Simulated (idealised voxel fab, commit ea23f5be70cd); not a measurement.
Module name: voxel self aligned vias (process module)
The cross-section on display is named cut; it measures 195 nm wide, and its cells are 5 nm squares.
Heads up, the way a cross-section reads in here is a grid of square cells, handed over as bands from the top down, with every band being one or more rows of cells. The band entry comprises the height of the band's top followed by the height of its bottom, expressed in nm, and subsequently the band's materials from left to right, each stated together with its width in nm. Where a single material is marked with the word "edge to edge", that material fills the band from edge to edge. The word "empty" represents empty space. We count height from 0. Below that, the starting wafer is all one material. The lowest band never ends at the bottom but goes on down; see "0 nm and below" for how that is written. Width "30 to 40": first value at the band's top row of cells, second value at its bottom row, equal change from row to row. "no modifications" -> step changed no cross-section cell. The entry titled "Unvented voids" provides the empty spaces that have no open way to the top, restricted to those of 8 cells or more. Each is presented as width x height at distance, the distance being measured from the left edge, with all three in nm. Read whatever lies past the settings on a step's line as the simulator's own remark about the step. When a step includes a mask, the "overlay nm" setting on its line states how far to the right of its planned place that mask lay, and negative values state how far to the left.

HERE'S WHAT THE PLANNED PROCESS STEPS LOOK LIKE
1 RECEIVE, material Si
2 CONFORMAL_DEP, material SiO2, thk nm 10
3 CONFORMAL_DEP, material SiCN, thk nm 5
4 DIRECTIONAL_DEP, material SiO2, thk nm 20
5 MASKED_ETCH, tone open, mask id LINES, width nm 25, pitch nm 65, etch materials SiO2, depth nm 20, overlay nm 0
6 CONFORMAL_DEP, material TiN, thk nm 5
7 FILL_DEP, material Ru, thk nm 5
8 CMP, height nm 35
9 SELECTIVE_ETCH, etch materials W Ru TiN, depth nm 5
10 FILL_DEP, material SiN, thk nm 5
11 CMP, height nm 35
12 DIRECTIONAL_DEP, material SiO2, thk nm 15
13 DIRECTIONAL_DEP, material aC, thk nm 10
14 PATTERN, tone open, mask id VIAS, material resist, width nm 45, thk nm 25, overlay nm 0
15 DIRECTIONAL_ETCH, etch materials aC, depth nm 10
16 STRIP, etch materials resist
17 DIRECTIONAL_ETCH, etch materials SiO2, depth nm 15
18 DIRECTIONAL_ETCH, etch materials SiN, depth nm 5
19 STRIP, etch materials aC
20 CONFORMAL_DEP, material TiN, thk nm 5
21 FILL_DEP, material Cu, thk nm 10
22 CMP, height nm 50
23 CONFORMAL_DEP, material SiCN, thk nm 5

RECEIVED-STATE CROSS-SECTION, REFLECTING COMPLETION OF STEP 1
0 nm and below | Si edge to edge
Unvented voids: none

CROSS-SECTION, FIRST OF TWO WAFERS, END OF MODULE, RUN AS PLANNED
55 nm to 50 nm | SiCN edge to edge
50 nm to 40 nm | SiO2 40  TiN 5  Cu 35  TiN 5  SiO2 110
40 nm to 35 nm | SiO2 40  TiN 15  Cu 15  TiN 15  SiO2 110
35 nm to 30 nm | SiO2 50  TiN 25  SiO2 40  SiN 25  SiO2 55
30 nm to 20 nm | SiO2 50  TiN 5  Ru 15  TiN 5  SiO2 40  TiN 5  Ru 15  TiN 5  SiO2 55
20 nm to 15 nm | SiO2 50  TiN 25  SiO2 40  TiN 25  SiO2 55
15 nm to 10 nm | SiCN edge to edge
10 nm to 0 nm | SiO2 edge to edge
0 nm and below | Si edge to edge
Unvented voids: none

SECOND OF TWO WAFERS, MODULE COMPLETE, SECTIONED: IT SHARES THE FIRST WAFER'S START AND PLAN BUT WAS RUN WITH ONE MISTAKE
55 nm to 50 nm | SiCN edge to edge
50 nm to 40 nm | SiO2 40  TiN 5  Cu 35  TiN 5  SiO2 110
40 nm to 35 nm | SiO2 40  TiN 10  Cu 25  TiN 10  SiO2 110
35 nm to 30 nm | SiO2 45  TiN 35  SiO2 30  SiN 35  SiO2 50
30 nm to 20 nm | SiO2 45  TiN 5  Ru 25  TiN 5  SiO2 30  TiN 5  Ru 25  TiN 5  SiO2 50
20 nm to 15 nm | SiO2 45  TiN 35  SiO2 30  TiN 35  SiO2 50
15 nm to 10 nm | SiCN edge to edge
10 nm to 0 nm | SiO2 edge to edge
0 nm and below | Si edge to edge
Unvented voids: none
The mistake made against the process plan was this: contrary to plan, step 5 was performed as MASKED_ETCH, tone open, mask id LINES, width nm 35, pitch nm 65, etch materials SiO2, depth nm 20, overlay nm 0
End of process, cell counts, second wafer against first, materials with more or fewer: 2 more of Cu | 8 more of Ru | 2 more of SiN | 16 fewer of SiO2 | 4 more of TiN
